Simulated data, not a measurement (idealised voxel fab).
Presented below is a process module, voxel wiring stack.
In the cross-section labelled cut, the width is 165 nm and each square cell is 5 nm.
The cross-sections in this document take the form of a grid made of square cells. They are written out as bands, in order from top to bottom. Each band consists of one or more rows of cells.
Read a band's entry like this: the first values are the height of its top and the height of its bottom in nm, and what follows is the sequence of materials from left to right, each with its width in nm. Note that "air" is empty space, and that a single material marked "full width" reaches across the band from edge to edge.
Where do heights start? At 0: under that level the wafer as delivered is made of one material only. And the lowest band has no floor; it just carries on downward, as in "from 0 down".
Think of "30 to 40" as a width that walks from the first number to the second as you go down the band, top row to bottom row, taking equal-sized steps from row to row.
You'll sometimes find "nothing was modified" written for a step, and that's the way of saying that nowhere in the cross-section did a cell change during that step.
This entry, "Listed closed voids", enumerates those empty regions of no fewer than 8 cells that possess no open connection to the top. Each region is reported in the form width x height at distance, the distance being taken from the left edge, with all three quantities expressed in nm.
The remark found on a step's line after its settings is issued by the simulator itself and pertains to that step.
Each step line may optionally specify "overlay nm", which for a step with a mask gives the rightward distance between the mask's planned place and where it lay, a negative value indicating the leftward direction.
### The steps planned for the process are as follows
1,op RECEIVE | material Si
2,op CONFORMAL_DEP | material SiO2 | thk nm 10
3,op CONFORMAL_DEP | material SiCN | thk nm 5
4,op DIRECTIONAL_DEP | material lowk | thk nm 25
5,op PATTERN | tone open | mask id METAL_1 | material resist | width nm 20 | pitch nm 45 | thk nm 20 | overlay nm 0
6,op DIRECTIONAL_ETCH | etch materials lowk | depth nm 25
7,op DIRECTIONAL_ETCH | etch materials SiCN | depth nm 5
8,op STRIP | etch materials resist
9,op CONFORMAL_DEP | material TiN | thk nm 5
10,op FILL_DEP | material Ru | thk nm 5
11,op CMP | height nm 40
12,op EPI | material Ru | thk nm 5
13,op FILL_DEP | material SiCN | thk nm 5
14,op DIRECTIONAL_DEP | material SiO2 | thk nm 35
15,op MASKED_ETCH | tone open | mask id METAL_2_HOLES | width nm 15 | pitch nm 45 | etch materials SiO2 | depth nm 35 | overlay nm 0
16,op MASKED_ETCH | tone open | mask id METAL_2 | width nm 20 | pitch nm 45 | etch materials SiO2 | depth nm 20 | overlay nm 0
17,op MASKED_ETCH | tone open | mask id METAL_2 | width nm 20 | pitch nm 45 | etch materials SiCN | depth nm 5 | overlay nm 0
18,op CONFORMAL_DEP | material TiN | thk nm 5
19,op FILL_DEP | material Cu | thk nm 10
20,op CMP | height nm 85
21,op CONFORMAL_DEP | material SiN | thk nm 5
### What follows covers the first of two wafers; it ran as planned
### This is the cross-section of the wafer as we received it, i.e. after step 1
* from 0 down | Si full width
* Listed closed voids: none
### after step 2
* from 10 to 0 | SiO2 full width
* Everything below 0 is unchanged.
### after step 3
* from 15 to 10 | SiCN full width
* Everything below 10 is unchanged.
### after step 4
* from 40 to 15 | lowk full width
* Everything below 15 is unchanged.
### after step 5
* from 60 to 40 | resist: 50 / air: 20 / resist: 25 / air: 20 / resist: 50
* Everything below 40 is unchanged.
### after step 6
* from 60 to 40 | resist: 50 / air: 20 / resist: 25 / air: 20 / resist: 50
* from 40 to 15 | lowk: 50 / air: 20 / lowk: 25 / air: 20 / lowk: 50
* Everything below 15 is unchanged.
### after step 7
* from 60 to 40 | resist: 50 / air: 20 / resist: 25 / air: 20 / resist: 50
* from 40 to 15 | lowk: 50 / air: 20 / lowk: 25 / air: 20 / lowk: 50
* from 15 to 10 | SiCN: 50 / air: 20 / SiCN: 25 / air: 20 / SiCN: 50
* Everything below 10 is unchanged.
### after step 8
* from 40 to 15 | lowk: 50 / air: 20 / lowk: 25 / air: 20 / lowk: 50
* Everything below 15 is unchanged.
### after step 9
* from 45 to 40 | TiN: 55 / air: 10 / TiN: 35 / air: 10 / TiN: 55
* from 40 to 15 | lowk: 50 / TiN: 5 / air: 10 / TiN: 5 / lowk: 25 / TiN: 5 / air: 10 / TiN: 5 / lowk: 50
* from 15 to 10 | SiCN: 50 / TiN: 20 / SiCN: 25 / TiN: 20 / SiCN: 50
* Everything below 10 is unchanged.
### after step 10
* from 50 to 45 | Ru full width
* from 45 to 40 | TiN: 55 / Ru: 10 / TiN: 35 / Ru: 10 / TiN: 55
* from 40 to 15 | lowk: 50 / TiN: 5 / Ru: 10 / TiN: 5 / lowk: 25 / TiN: 5 / Ru: 10 / TiN: 5 / lowk: 50
* Everything below 15 is unchanged.
### after step 11
* from 40 to 15 | lowk: 50 / TiN: 5 / Ru: 10 / TiN: 5 / lowk: 25 / TiN: 5 / Ru: 10 / TiN: 5 / lowk: 50
* Everything below 15 is unchanged.
### after step 12
* from 45 to 40 | air: 45 / Ru: 30 / air: 15 / Ru: 30 / air: 45
* Everything below 40 is unchanged.
### after step 13
* from 50 to 45 | SiCN full width
* from 45 to 40 | SiCN: 45 / Ru: 30 / SiCN: 15 / Ru: 30 / SiCN: 45
* Everything below 40 is unchanged.
### after step 14
* from 85 to 50 | SiO2 full width
* Everything below 50 is unchanged.
### after step 15
* from 85 to 50 | SiO2: 50 / air: 15 / SiO2: 30 / air: 15 / SiO2: 55
* Everything below 50 is unchanged.
### after step 16
* from 85 to 65 | SiO2: 50 / air: 20 / SiO2: 25 / air: 20 / SiO2: 50
* Everything below 65 is unchanged.
### after step 17
* from 85 to 65 | SiO2: 50 / air: 20 / SiO2: 25 / air: 20 / SiO2: 50
* from 65 to 50 | SiO2: 50 / air: 15 / SiO2: 30 / air: 15 / SiO2: 55
* from 50 to 45 | SiCN: 50 / air: 15 / SiCN: 30 / air: 15 / SiCN: 55
* Everything below 45 is unchanged.
### after step 18
* from 90 to 85 | TiN: 55 / air: 10 / TiN: 35 / air: 10 / TiN: 55
* from 85 to 70 | SiO2: 50 / TiN: 5 / air: 10 / TiN: 5 / SiO2: 25 / TiN: 5 / air: 10 / TiN: 5 / SiO2: 50
* from 70 to 65 | SiO2: 50 / TiN: 5 / air: 5 / TiN: 10 / SiO2: 25 / TiN: 5 / air: 5 / TiN: 10 / SiO2: 50
* from 65 to 50 | SiO2: 50 / TiN: 5 / air: 5 / TiN: 5 / SiO2: 30 / TiN: 5 / air: 5 / TiN: 5 / SiO2: 55
* from 50 to 45 | SiCN: 50 / TiN: 15 / SiCN: 30 / TiN: 15 / SiCN: 55
* Everything below 45 is unchanged.
### after step 19
* from 100 to 90 | Cu full width
* from 90 to 85 | TiN: 55 / Cu: 10 / TiN: 35 / Cu: 10 / TiN: 55
* from 85 to 70 | SiO2: 50 / TiN: 5 / Cu: 10 / TiN: 5 / SiO2: 25 / TiN: 5 / Cu: 10 / TiN: 5 / SiO2: 50
* from 70 to 65 | SiO2: 50 / TiN: 5 / Cu: 5 / TiN: 10 / SiO2: 25 / TiN: 5 / Cu: 5 / TiN: 10 / SiO2: 50
* from 65 to 50 | SiO2: 50 / TiN: 5 / Cu: 5 / TiN: 5 / SiO2: 30 / TiN: 5 / Cu: 5 / TiN: 5 / SiO2: 55
* Everything below 50 is unchanged.
### after step 20
* from 85 to 70 | SiO2: 50 / TiN: 5 / Cu: 10 / TiN: 5 / SiO2: 25 / TiN: 5 / Cu: 10 / TiN: 5 / SiO2: 50
* Everything below 70 is unchanged.
### after step 21
* from 90 to 85 | SiN full width
* Everything below 85 is unchanged.
### Second wafer, same starting conditions and recipe as the first, one mistake in executing it, nothing differs from the first up to and including step 13
### Second wafer profile in section, at the moment step 14 of the plan was meant to be complete
* from 120 to 50 | SiO2 full width
* Everything below 50 is unchanged.
### Second wafer profile in section, at the moment step 15 of the plan was meant to be complete
* from 120 to 85 | SiO2: 50 / air: 15 / SiO2: 30 / air: 15 / SiO2: 55
* Everything below 85 is unchanged.
### Second wafer profile in section, at the moment step 16 of the plan was meant to be complete
* from 120 to 100 | SiO2: 50 / air: 20 / SiO2: 25 / air: 20 / SiO2: 50
* from 100 to 65 | SiO2: 50 / air: 15 / SiO2: 30 / air: 15 / SiO2: 55
* Everything below 65 is unchanged.
Second wafer profile in section, at the moment step 17 of the plan was meant to be complete: nothing was modified
### Second wafer profile in section, at the moment step 18 of the plan was meant to be complete
* from 125 to 120 | TiN: 55 / air: 10 / TiN: 35 / air: 10 / TiN: 55
* from 120 to 105 | SiO2: 50 / TiN: 5 / air: 10 / TiN: 5 / SiO2: 25 / TiN: 5 / air: 10 / TiN: 5 / SiO2: 50
* from 105 to 100 | SiO2: 50 / TiN: 5 / air: 5 / TiN: 10 / SiO2: 25 / TiN: 5 / air: 5 / TiN: 10 / SiO2: 50
* from 100 to 70 | SiO2: 50 / TiN: 5 / air: 5 / TiN: 5 / SiO2: 30 / TiN: 5 / air: 5 / TiN: 5 / SiO2: 55
* from 70 to 65 | SiO2: 50 / TiN: 15 / SiO2: 30 / TiN: 15 / SiO2: 55
* Everything below 65 is unchanged.
### Second wafer profile in section, at the moment step 19 of the plan was meant to be complete
* from 135 to 125 | Cu full width
* from 125 to 120 | TiN: 55 / Cu: 10 / TiN: 35 / Cu: 10 / TiN: 55
* from 120 to 105 | SiO2: 50 / TiN: 5 / Cu: 10 / TiN: 5 / SiO2: 25 / TiN: 5 / Cu: 10 / TiN: 5 / SiO2: 50
* from 105 to 100 | SiO2: 50 / TiN: 5 / Cu: 5 / TiN: 10 / SiO2: 25 / TiN: 5 / Cu: 5 / TiN: 10 / SiO2: 50
* from 100 to 70 | SiO2: 50 / TiN: 5 / Cu: 5 / TiN: 5 / SiO2: 30 / TiN: 5 / Cu: 5 / TiN: 5 / SiO2: 55
* Everything below 70 is unchanged.
### Second wafer profile in section, at the moment step 20 of the plan was meant to be complete
* from 85 to 70 | SiO2: 50 / TiN: 5 / Cu: 5 / TiN: 5 / SiO2: 30 / TiN: 5 / Cu: 5 / TiN: 5 / SiO2: 55
* Everything below 70 is unchanged.
### Second wafer profile in section, at the moment step 21 of the plan was meant to be complete
* from 90 to 85 | SiN full width
* Everything below 85 is unchanged.
The plan and the run diverged here: step 14 was run twice
The second wafer ends with more or fewer cells of some materials than the first, per final count: Cu -14 | SiCN +6 | SiO2 +26 | TiN -18
